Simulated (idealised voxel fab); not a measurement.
You're looking at the process module voxel self aligned contacts.
Shown is cross-section cut, with a width of 230 nm and square cells of size 5 nm.
Throughout this document, each cross-section is represented as a grid of square cells and is presented as a sequence of bands enumerated from the top downward, where a band comprises one or more rows of cells. Band: top height; bottom height; in nm. Then, left to right: material with width in nm, for each material. "full width": a single material spanning edge to edge. "empty": empty space. Heights are measured from 0, the level below which the as-received wafer is all one material; the lowest band has no bottom and continues downward, written as in "0 down". Width: "30..40" (first number = top row, second number = bottom row, same change from row to row of cells). "remains unaltered" means the step left every cell of the cross-section as it was. Look at "Closed cavities" for the closed voids: empty spaces with no open path to the top, sized 8 cells or up. Each is width x height at distance, distance from the left edge, all nm. Whatever follows a step's settings on its line is a remark the simulator itself makes about that step. A step line may carry the setting "overlay nm", which, for steps involving a mask, states the distance by which the mask lay to the right of its intended position; negative values denote displacement to the left.
**The process steps that were planned are listed below**
1. op RECEIVE | material Si
2. op OXIDIZE | depth nm 5
3. op DIRECTIONAL_DEP | material polySi | thk nm 20
4. op DIRECTIONAL_DEP | material SiN | thk nm 25
5. op PATTERN | tone cover | mask id GATE | material resist | width nm 35 | pitch nm 70 | thk nm 15 | overlay nm 0
6. op DIRECTIONAL_ETCH | etch materials SiN | depth nm 25
7. op DIRECTIONAL_ETCH | etch materials polySi | depth nm 20
8. op STRIP | etch materials resist
9. op CONFORMAL_DEP | material SiN | thk nm 10
10. op DIRECTIONAL_ETCH | etch materials SiN | depth nm 10
11. op FILL_DEP | material SiO2 | thk nm 10
12. op CMP | height nm 50
13. op DIRECTIONAL_DEP | material aC | thk nm 15
14. op PATTERN | tone open | mask id CONTACT | material resist | width nm 55 | pitch nm 70 | thk nm 35 | overlay nm 0
15. op DIRECTIONAL_ETCH | etch materials aC | depth nm 15
16. op STRIP | etch materials resist
17. op DIRECTIONAL_ETCH | etch materials SiO2 | depth nm 55
18. op STRIP | etch materials aC
19. op CONFORMAL_DEP | material TiN | thk nm 5
20. op FILL_DEP | material W | thk nm 5
21. op CMP | height nm 50
22. op CONFORMAL_DEP | material SiN | thk nm 5
**As received (post step 1): cross-section**
    0 down  Si full width
    Closed cavities: none
**Looking at the first of two wafers in cross-section at end of module - ran to plan**
    55 to 50  SiN full width
    50 to 45  50 SiO2, then 25 TiN, then 5 W, then 25 TiN, then 15 SiO2, then 25 TiN, then 5 W, then 25 TiN, then 55 SiO2
    45 to 20  15 SiO2, then 55 SiN, then 5 TiN, then 5 W, then 5 TiN, then 55 SiN, then 5 TiN, then 5 W, then 5 TiN, then 55 SiN, then 20 SiO2
    20 to 0  15 SiO2, then 10 SiN, then 35 polySi, then 10 SiN, then 5 TiN, then 5 W, then 5 TiN, then 10 SiN, then 35 polySi, then 10 SiN, then 5 TiN, then 5 W, then 5 TiN, then 10 SiN, then 35 polySi, then 10 SiN, then 20 SiO2
    0 to -5  70 SiO2, then 15 TiN, then 55 SiO2, then 15 TiN, then 75 SiO2
    -5 down  Si full width
    Closed cavities: none
**Module end: cross-section of wafer two of two. Same start and process plan as the first wafer. One mistake during execution**
    55 to 50  SiN full width
    50 to 45  50 SiO2, then 25 TiN, then 5 W, then 25 TiN, then 15 SiO2, then 25 TiN, then 5 W, then 25 TiN, then 55 SiO2
    45 to 30  15 SiO2, then 10 SiN, then 35 polySi, then 10 SiN, then 5 TiN, then 5 W, then 5 TiN, then 10 SiN, then 35 polySi, then 10 SiN, then 5 TiN, then 5 W, then 5 TiN, then 10 SiN, then 35 polySi, then 10 SiN, then 20 SiO2
    30 to 25  15 SiO2, then 10 SiN, then 35 polySi, then 10 SiN, then 15 TiN, then 10 SiN, then 35 polySi, then 10 SiN, then 15 TiN, then 10 SiN, then 35 polySi, then 10 SiN, then 20 SiO2
    25 to 0  SiN full width
    0 to -5  SiO2 full width
    -5 down  Si full width
    Closed cavities: none
Processing error: the executed order of steps 3 and 4 is the reverse of that specified in the plan, each step having taken the other's position
FYI, end of process, the second wafer has more or fewer cells of some materials than the first: 65 more of SiN | 29 fewer of SiO2 | 24 fewer of TiN | 12 fewer of W
